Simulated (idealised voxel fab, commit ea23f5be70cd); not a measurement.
Documented hereafter: the process module known as voxel tone inversion.
300 nm wide, 5 nm square cells: that's cross-section cut.
Think of the cross-section as a grid of square cells. We describe it in bands, top to bottom, and each band covers one or more rows of those cells.
Look at the band entry: it leads with the top's height and the bottom's height in nm. Then it lists the materials left to right, with a width in nm for each. The word "edge to edge" on a single material says that material fills the band edge to edge. The word "air" is empty space.
Height 0 is the level under which the wafer as received is all one material. The lowest band goes on downwards, as in "0 nm and below".
It should be noted that a width expressed as "30..40" varies in equal increments from row to row of cells within the band, taking the value of the first number at the top row and that of the second number at the bottom row.
Key: "nothing altered" - step with no changed cell in the cross-section.
So "Fully sealed cavities" is basically the list of trapped voids: any empty space of 8 cells or more that can't reach the top through an opening. They're written width x height at distance, the distance being from the left edge, and it's all nm.
Text after the settings on a step's line: the simulator's own remark on that step.
overlay nm: mask right of planned place by this much (step with mask). Neg. = left.
The following list gives the planned process steps
step 1: RECEIVE with material Si
step 2: CONFORMAL_DEP with material SiCN, thk nm 5
step 3: DIRECTIONAL_DEP with material polySi, thk nm 15
step 4: PATTERN with tone cover, mask id POSTS, material resist, width nm 20, pitch nm 40, thk nm 25, overlay nm 0
step 5: DIRECTIONAL_ETCH with etch materials polySi, depth nm 15
step 6: STRIP with etch materials resist
step 7: FILL_DEP with material SiO2, thk nm 5
step 8: CMP with height nm 20
step 9: STRIP with etch materials polySi
Cross-section of the wafer upon arrival, representing the state reached after step 1
> 0 nm and below: Si edge to edge
> Fully sealed cavities: none
Post-module cross-section of the first of two wafers (run per plan)
> 20 nm to 5 nm: SiO2 120; air 20; SiO2 20; air 20; SiO2 120
> 5 nm to 0 nm: SiCN edge to edge
> 0 nm and below: Si edge to edge
> Fully sealed cavities: none
Wafer two (of two), end-of-module cross-section: start = wafer one, plan = wafer one, one run mistake
> 20 nm to 5 nm: air 120; SiO2 20; air 20; SiO2 20; air 120
> 5 nm to 0 nm: SiCN edge to edge
> 0 nm and below: Si edge to edge
> Fully sealed cavities: none
Against the plan, the run slipped here: step 4 ran with different settings than intended, the actual operation and settings being PATTERN with tone open, mask id POSTS, material resist, width nm 20, pitch nm 40, thk nm 25, overlay nm 0
The closing comparison, in cells, has the second wafer with more or fewer of some materials than the first: SiO2: 132 fewer
